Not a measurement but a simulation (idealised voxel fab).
Process module heading - voxel self aligned vias
Displayed cross-section: cut, width of 185 nm, square cells sized 5 nm.
In what follows, cross-sections appear as grids of square cells, described through bands that run from the top down, where every band is one or more rows of cells. Heights first: top, then bottom, in nm. Then materials, left to right, each with a width in nm. "edge to edge" on a single material: fills the band edge to edge. "blank": empty space. The reference from which all heights are counted is 0, the level beneath which the as-received wafer is entirely one material; the lowest band, having no lower bound, proceeds downward and is written after the example "top 0, no bottom". A width given as "30..40" starts at the first number in the band's top row and ends at the second number in its bottom row, shifting by an equal amount at every step from row to row. Step note "identical to before" = no cross-section cell changed. You'll see "Closed voids list" listing empty spaces that have no way open to the top, as long as they're 8 cells or more; the notation is width x height at distance, where the distance is from the left edge, and all of it is in nm. Where a step's line continues beyond its settings, the continuation is a remark by the simulator itself on that step. "overlay nm" denotes, for a step that has a mask, the displacement of the mask to the right of its planned place, with negative values corresponding to the left.
**So here's the lineup of process steps we planned**
1) op RECEIVE | material Si
2) op CONFORMAL_DEP | material SiO2 | thk nm 10
3) op CONFORMAL_DEP | material SiCN | thk nm 5
4) op DIRECTIONAL_DEP | material SiO2 | thk nm 25
5) op MASKED_ETCH | tone open | mask id LINES | width nm 25 | pitch nm 70 | etch materials SiO2 | depth nm 25 | overlay nm 0
6) op CONFORMAL_DEP | material TiN | thk nm 5
7) op FILL_DEP | material Ru | thk nm 10
8) op CMP | height nm 40
9) op SELECTIVE_ETCH | etch materials W Ru TiN | depth nm 5
10) op FILL_DEP | material SiN | thk nm 10
11) op CMP | height nm 40
12) op DIRECTIONAL_DEP | material SiO2 | thk nm 20
13) op DIRECTIONAL_DEP | material aC | thk nm 10
14) op PATTERN | tone open | mask id VIAS | material resist | width nm 45 | thk nm 30 | overlay nm 0
15) op DIRECTIONAL_ETCH | etch materials aC | depth nm 10
16) op STRIP | etch materials resist
17) op DIRECTIONAL_ETCH | etch materials SiO2 | depth nm 20
18) op DIRECTIONAL_ETCH | etch materials SiN | depth nm 5
19) op STRIP | etch materials aC
20) op CONFORMAL_DEP | material TiN | thk nm 5
21) op FILL_DEP | material Ru | thk nm 10
22) op CMP | height nm 60
23) op CONFORMAL_DEP | material SiCN | thk nm 5
**Wafer at receipt (post step 1), cross-section**
* top 0, no bottom: Si edge to edge
* Closed voids list: none
**Wafer cross-section at module end: first of two, run to plan**
* top 65, bottom 60: SiCN edge to edge
* top 60, bottom 45: 35 of SiO2 / 5 of TiN / 35 of Ru / 5 of TiN / 105 of SiO2
* top 45, bottom 40: 35 of SiO2 / 15 of TiN / 15 of Ru / 15 of TiN / 105 of SiO2
* top 40, bottom 35: 45 of SiO2 / 25 of TiN / 45 of SiO2 / 25 of SiN / 45 of SiO2
* top 35, bottom 20: 45 of SiO2 / 5 of TiN / 15 of Ru / 5 of TiN / 45 of SiO2 / 5 of TiN / 15 of Ru / 5 of TiN / 45 of SiO2
* top 20, bottom 15: 45 of SiO2 / 25 of TiN / 45 of SiO2 / 25 of TiN / 45 of SiO2
* top 15, bottom 10: SiCN edge to edge
* top 10, bottom 0: SiO2 edge to edge
* top 0, no bottom: Si edge to edge
* Closed voids list: none
**This cross-section belongs to the second wafer of two at the end of the module; the start and the plan were shared with the first, and the run included one mistake**
* top 65, bottom 60: SiCN edge to edge
* top 60, bottom 45: 35 of SiO2 / 5 of TiN / 35 of Ru / 5 of TiN / 105 of SiO2
* top 45, bottom 40: 35 of SiO2 / 45 of TiN / 105 of SiO2
* top 40, bottom 35: 35 of SiN / 10 of TiN / 25 of SiO2 / 10 of TiN / 35 of SiN / 25 of SiO2 / 45 of SiN
* top 35, bottom 20: 40 of Ru / 5 of TiN / 25 of SiO2 / 5 of TiN / 35 of Ru / 5 of TiN / 25 of SiO2 / 5 of TiN / 40 of Ru
* top 20, bottom 15: 45 of TiN / 25 of SiO2 / 45 of TiN / 25 of SiO2 / 45 of TiN
* top 15, bottom 10: SiCN edge to edge
* top 10, bottom 0: SiO2 edge to edge
* top 0, no bottom: Si edge to edge
* Closed voids list: none
Against the plan, the run slipped here: the process deviated at step 5: the operation and settings actually run there were op MASKED_ETCH | tone cover | mask id LINES | width nm 25 | pitch nm 70 | etch materials SiO2 | depth nm 25 | overlay nm 0
Final difference in cells, second wafer against first, listed per material as more or fewer: +48 Ru; +18 SiN; -85 SiO2; +19 TiN
